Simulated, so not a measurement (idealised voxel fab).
voxel ribs on slabs: a process module
Each square cell in cross-section cut measures 5 nm, and the section as a whole is 155 nm wide.
This document writes a cross-section as a grid whose cells are square, and gives it as bands, listed from the top down; one or more rows of cells form a band.
What a band's entry tells you: where the top is and where the bottom is, as heights in nm, and after that what lies inside, material by material from left to right, each with its width in nm. Empty space is written as the word "blank", and a single material marked with the word "throughout" occupies the band from edge to edge.
Heights from 0 (as-received wafer is one material below). Bottom band endless downward, as "0 nm and below".
Width: "30 to 40" (first number = top row, second number = bottom row, same change from row to row of cells).
"remains unaltered" after a step means that no cell of the cross-section changed.
So "Cavities, closed" is basically the list of trapped voids: any empty space of 8 cells or more that can't reach the top through an opening. They're written width x height at distance, the distance being from the left edge, and it's all nm.
Step line, after settings: the simulator's comment on this step.
The setting "overlay nm" may be written on the line of a step. When the step uses a mask, the value reports how far to the right of the planned place the mask lay, and a negative value reports that it lay to the left.
List of planned process steps:
1: RECEIVE | material Si
2: DIRECTIONAL_DEP | material SiO2 | thk nm 25
3: DIRECTIONAL_DEP | material SiN | thk nm 20
4: PATTERN | tone cover | mask id RIB | material resist | width nm 15 | thk nm 15 | overlay nm 0
5: DIRECTIONAL_ETCH | etch materials SiN | depth nm 5
6: STRIP | etch materials resist
7: PATTERN | tone cover | mask id SLAB | material resist | width nm 65 | thk nm 15 | overlay nm 0
8: DIRECTIONAL_ETCH | etch materials SiN | depth nm 15
9: STRIP | etch materials resist
10: FILL_DEP | material SiO2 | thk nm 25
11: CMP | height nm 60
12: DIRECTIONAL_DEP | material TiN | thk nm 10
13: MASKED_ETCH | tone cover | mask id HEATER | width nm 25 | etch materials TiN | depth nm 10 | overlay nm 0
14: CONFORMAL_DEP | material SiO2 | thk nm 5
First wafer, as planned:
Received-state cross-section, reflecting completion of step 1:
  0 nm and below = Si throughout
  Cavities, closed: none
The wafer in cross-section once step 2 is complete:
  25 nm to 0 nm = SiO2 throughout
  Anything lower than 0 is untouched.
The wafer in cross-section once step 3 is complete:
  45 nm to 25 nm = SiN throughout
  Anything lower than 25 is untouched.
The wafer in cross-section once step 4 is complete:
  60 nm to 45 nm = blank 70 nm, then resist 15 nm, then blank 70 nm
  Anything lower than 45 is untouched.
The wafer in cross-section once step 5 is complete:
  60 nm to 45 nm = blank 70 nm, then resist 15 nm, then blank 70 nm
  45 nm to 40 nm = blank 70 nm, then SiN 15 nm, then blank 70 nm
  Anything lower than 40 is untouched.
The wafer in cross-section once step 6 is complete:
  45 nm to 40 nm = blank 70 nm, then SiN 15 nm, then blank 70 nm
  Anything lower than 40 is untouched.
The wafer in cross-section once step 7 is complete:
  60 nm to 45 nm = blank 45 nm, then resist 65 nm, then blank 45 nm
  45 nm to 40 nm = blank 45 nm, then resist 25 nm, then SiN 15 nm, then resist 25 nm, then blank 45 nm
  Anything lower than 40 is untouched.
The wafer in cross-section once step 8 is complete:
  60 nm to 45 nm = blank 45 nm, then resist 65 nm, then blank 45 nm
  45 nm to 40 nm = blank 45 nm, then resist 25 nm, then SiN 15 nm, then resist 25 nm, then blank 45 nm
  40 nm to 25 nm = blank 45 nm, then SiN 65 nm, then blank 45 nm
  Anything lower than 25 is untouched.
The wafer in cross-section once step 9 is complete:
  45 nm to 40 nm = blank 70 nm, then SiN 15 nm, then blank 70 nm
  Anything lower than 40 is untouched.
The wafer in cross-section once step 10 is complete:
  70 nm to 45 nm = SiO2 throughout
  45 nm to 40 nm = SiO2 70 nm, then SiN 15 nm, then SiO2 70 nm
  40 nm to 25 nm = SiO2 45 nm, then SiN 65 nm, then SiO2 45 nm
  Anything lower than 25 is untouched.
The wafer in cross-section once step 11 is complete:
  60 nm to 45 nm = SiO2 throughout
  Anything lower than 45 is untouched.
The wafer in cross-section once step 12 is complete:
  70 nm to 60 nm = TiN throughout
  Anything lower than 60 is untouched.
The wafer in cross-section once step 13 is complete:
  70 nm to 60 nm = blank 65 nm, then TiN 25 nm, then blank 65 nm
  Anything lower than 60 is untouched.
The wafer in cross-section once step 14 is complete:
  75 nm to 70 nm = blank 60 nm, then SiO2 35 nm, then blank 60 nm
  70 nm to 65 nm = blank 60 nm, then SiO2 5 nm, then TiN 25 nm, then SiO2 5 nm, then blank 60 nm
  65 nm to 60 nm = SiO2 65 nm, then TiN 25 nm, then SiO2 65 nm
  Anything lower than 60 is untouched.
Wafer two. Identical start, identical plan. One mistake in execution. Identical history through step 1:
At the planned end of step 2, the second wafer in cross-section:
  25 nm to 0 nm = TiN throughout
  Anything lower than 0 is untouched.
At the planned end of step 3, the second wafer in cross-section:
  45 nm to 25 nm = SiN throughout
  Anything lower than 25 is untouched.
At the planned end of step 4, the second wafer in cross-section:
  60 nm to 45 nm = blank 70 nm, then resist 15 nm, then blank 70 nm
  Anything lower than 45 is untouched.
At the planned end of step 5, the second wafer in cross-section:
  60 nm to 45 nm = blank 70 nm, then resist 15 nm, then blank 70 nm
  45 nm to 40 nm = blank 70 nm, then SiN 15 nm, then blank 70 nm
  Anything lower than 40 is untouched.
At the planned end of step 6, the second wafer in cross-section:
  45 nm to 40 nm = blank 70 nm, then SiN 15 nm, then blank 70 nm
  Anything lower than 40 is untouched.
At the planned end of step 7, the second wafer in cross-section:
  60 nm to 45 nm = blank 45 nm, then resist 65 nm, then blank 45 nm
  45 nm to 40 nm = blank 45 nm, then resist 25 nm, then SiN 15 nm, then resist 25 nm, then blank 45 nm
  Anything lower than 40 is untouched.
At the planned end of step 8, the second wafer in cross-section:
  60 nm to 45 nm = blank 45 nm, then resist 65 nm, then blank 45 nm
  45 nm to 40 nm = blank 45 nm, then resist 25 nm, then SiN 15 nm, then resist 25 nm, then blank 45 nm
  40 nm to 25 nm = blank 45 nm, then SiN 65 nm, then blank 45 nm
  Anything lower than 25 is untouched.
At the planned end of step 9, the second wafer in cross-section:
  45 nm to 40 nm = blank 70 nm, then SiN 15 nm, then blank 70 nm
  Anything lower than 40 is untouched.
At the planned end of step 10, the second wafer in cross-section:
  70 nm to 45 nm = SiO2 throughout
  45 nm to 40 nm = SiO2 70 nm, then SiN 15 nm, then SiO2 70 nm
  40 nm to 25 nm = SiO2 45 nm, then SiN 65 nm, then SiO2 45 nm
  Anything lower than 25 is untouched.
At the planned end of step 11, the second wafer in cross-section:
  60 nm to 45 nm = SiO2 throughout
  Anything lower than 45 is untouched.
At the planned end of step 12, the second wafer in cross-section:
  70 nm to 60 nm = TiN throughout
  Anything lower than 60 is untouched.
At the planned end of step 13, the second wafer in cross-section:
  70 nm to 60 nm = blank 65 nm, then TiN 25 nm, then blank 65 nm
  Anything lower than 60 is untouched.
At the planned end of step 14, the second wafer in cross-section:
  75 nm to 70 nm = blank 60 nm, then SiO2 35 nm, then blank 60 nm
  70 nm to 65 nm = blank 60 nm, then SiO2 5 nm, then TiN 25 nm, then SiO2 5 nm, then blank 60 nm
  65 nm to 60 nm = SiO2 65 nm, then TiN 25 nm, then SiO2 65 nm
  Anything lower than 60 is untouched.
What was done differently from what was planned? step 2 ran differently from the plan; actual operation with settings: DIRECTIONAL_DEP | material TiN | thk nm 25
In the final state, the cell counts of the second wafer exceed or fall short of those of the first for the following materials: SiO2: 155 fewer | TiN: 155 more
